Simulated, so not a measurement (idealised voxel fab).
Process module heading - voxel ribs on slabs
Displayed cross-section: cut, width of 285 nm, square cells sized 5 nm.
In this document a cross-section is written as a grid of square cells. It is given as a series of bands, listed from the top down, and a band is one or more rows of cells. Heads up on the band format: heights come first, top then bottom, in nm. After that it's the materials left to right, each with its width in nm. A single material flagged "edge to edge" fills the whole band edge to edge, and "empty" means there's empty space there. Heights are reckoned from 0. Under this level, the received wafer is all of one material. The bottommost band is open-ended downward, for example "0 and below". The width entry "30->40" should be interpreted row by row: the top row of cells in the band takes the first number, the bottom row takes the second number, and the change between adjacent rows is uniform throughout. Basically "identical to before" means that step didn't change any cell in the cross-section. "Enclosed voids" - sealed voids, min. 8 cells, no opening to top; format: width x height at distance (distance from left edge; nm throughout). Anything after a step's settings on that line? It's the simulator's own note about the step. "overlay nm" denotes, for a step that has a mask, the displacement of the mask to the right of its planned place, with negative values corresponding to the left.
### Steps in the process plan
1,RECEIVE,material Si
2,DIRECTIONAL_DEP,material SiO2,thk nm 20
3,DIRECTIONAL_DEP,material polySi,thk nm 15
4,MASKED_ETCH,tone cover,mask id RIB,width nm 20,etch materials polySi,depth nm 5,overlay nm 0
5,DIRECTIONAL_DEP,material aC,thk nm 10
6,PATTERN,tone cover,mask id SLAB,material resist,width nm 50,thk nm 25,overlay nm 0
7,DIRECTIONAL_ETCH,etch materials aC,depth nm 10
8,STRIP,etch materials resist
9,DIRECTIONAL_ETCH,etch materials polySi,depth nm 10
10,STRIP,etch materials aC
11,FILL_DEP,material SiO2,thk nm 20
12,CMP,height nm 45
13,DIRECTIONAL_DEP,material TiN,thk nm 5
14,PATTERN,tone cover,mask id HEATER,material resist,width nm 30,thk nm 20,overlay nm 0
15,DIRECTIONAL_ETCH,etch materials TiN,depth nm 5
16,STRIP,etch materials resist
17,CONFORMAL_DEP,material SiO2,thk nm 10
### Cross-section, incoming material, after step 1
	0 and below  Si edge to edge
	Enclosed voids: none
### Figure: cross-sectional view of the wafer upon completion of the module, processed from the initial state and according to the plan depicted above, with one error introduced during execution
	60 down to 55  empty=115, SiO2=55, empty=115
	55 down to 50  SiO2 edge to edge
	50 down to 45  SiO2=125, TiN=35, SiO2=125
	45 down to 35  SiO2 edge to edge
	35 down to 30  SiO2=130, polySi=20, SiO2=135
	30 down to 20  SiO2=115, polySi=50, SiO2=120
	20 down to 0  SiO2 edge to edge
	0 and below  Si edge to edge
	Enclosed voids: none
Finding, execution versus plan: rather than as planned, step 14 actually ran as PATTERN,tone cover,mask id HEATER,material resist,width nm 35,thk nm 20,overlay nm 0
